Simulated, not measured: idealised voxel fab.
Documented hereafter: the process module known as voxel air gaps.
FYI the section here is cut, 240 nm wide, cells are 5 nm squares.
Format of a cross-section: grid, square cells. Given as bands. Order: top down. Band: one or more rows of cells.
It is stipulated that each band's entry specify, in nanometres, the height of the top of the band and then that of its bottom, followed by the materials of the band in left-to-right sequence, each together with its width in nanometres. A single material marked by the word "all across" is understood to fill the band from edge to edge; the word "empty" is understood to denote empty space.
Counting heights begins at 0, where everything beneath is, in the wafer as received, one material. The lowest band has no bottom; it goes on downwards, as "0 down" shows.
Top row gets the first number, bottom row gets the second, and each row in between changes by the same step: that is how a band width like "30->40" works.
Where the words "no change occurred" appear for a step, the cross-section shows no cell changed by that step; every cell remained as before.
The entry titled "Closed void listing" provides the empty spaces that have no open way to the top, restricted to those of 8 cells or more. Each is presented as width x height at distance, the distance being measured from the left edge, with all three in nm.
Formally, on a step line, whatever follows the settings is a remark that the simulator itself makes on the step.
What "overlay nm" on a step's line means: if the step has a mask, that mask lay this far to the right of its planned place, or, when the value is negative, to the left.
# plan
step 1: RECEIVE: material Si
step 2: CONFORMAL_DEP: material SiO2, thk nm 10
step 3: CONFORMAL_DEP: material SiCN, thk nm 5
step 4: DIRECTIONAL_DEP: material SiO2, thk nm 40
step 5: MASKED_ETCH: tone open, mask id LINES, width nm 15, pitch nm 45, etch materials SiO2, depth nm 40, overlay nm 0
step 6: CONFORMAL_DEP: material TiN, thk nm 5
step 7: FILL_DEP: material Cu, thk nm 10
step 8: CMP: height nm 55
step 9: EPI: material Ru, thk nm 10
step 10: SELECTIVE_ETCH: etch materials SiO2, depth nm 50
step 11: CONFORMAL_DEP: material SiCN, thk nm 5
# Cross-sectional view of the wafer in its as-received condition, corresponding to the state after step 1
  0 down = Si all across
  Closed void listing: none
# Look at the cross-section after the module: the wafer started out the way shown above and the plan was the one shown above, yet one mistake was made along the way
  70 to 65 = 30 empty  180 SiCN  30 empty
  65 to 55 = 30 empty  5 SiCN  35 Ru  10 SiCN  35 Ru  10 SiCN  35 Ru  10 SiCN  35 Ru  5 SiCN  30 empty
  55 to 50 = 30 empty  15 SiCN  5 TiN  5 Cu  5 TiN  30 SiCN  5 TiN  5 Cu  5 TiN  30 SiCN  5 TiN  5 Cu  5 TiN  30 SiCN  5 TiN  5 Cu  5 TiN  15 SiCN  30 empty
  50 to 20 = 40 empty  5 SiCN  5 TiN  5 Cu  5 TiN  5 SiCN  20 empty  5 SiCN  5 TiN  5 Cu  5 TiN  5 SiCN  20 empty  5 SiCN  5 TiN  5 Cu  5 TiN  5 SiCN  20 empty  5 SiCN  5 TiN  5 Cu  5 TiN  5 SiCN  40 empty
  20 to 15 = 45 SiCN  15 TiN  30 SiCN  15 TiN  30 SiCN  15 TiN  30 SiCN  15 TiN  45 SiCN
  15 to 10 = SiCN all across
  10 to 0 = Ru all across
  0 down = Si all across
  Closed void listing: 20 x 30 at 65; 20 x 30 at 110; 20 x 30 at 155
The plan and the run diverged here: so step 2 ended up running with a different setting than we planned, it ran as CONFORMAL_DEP: material Ru, thk nm 10
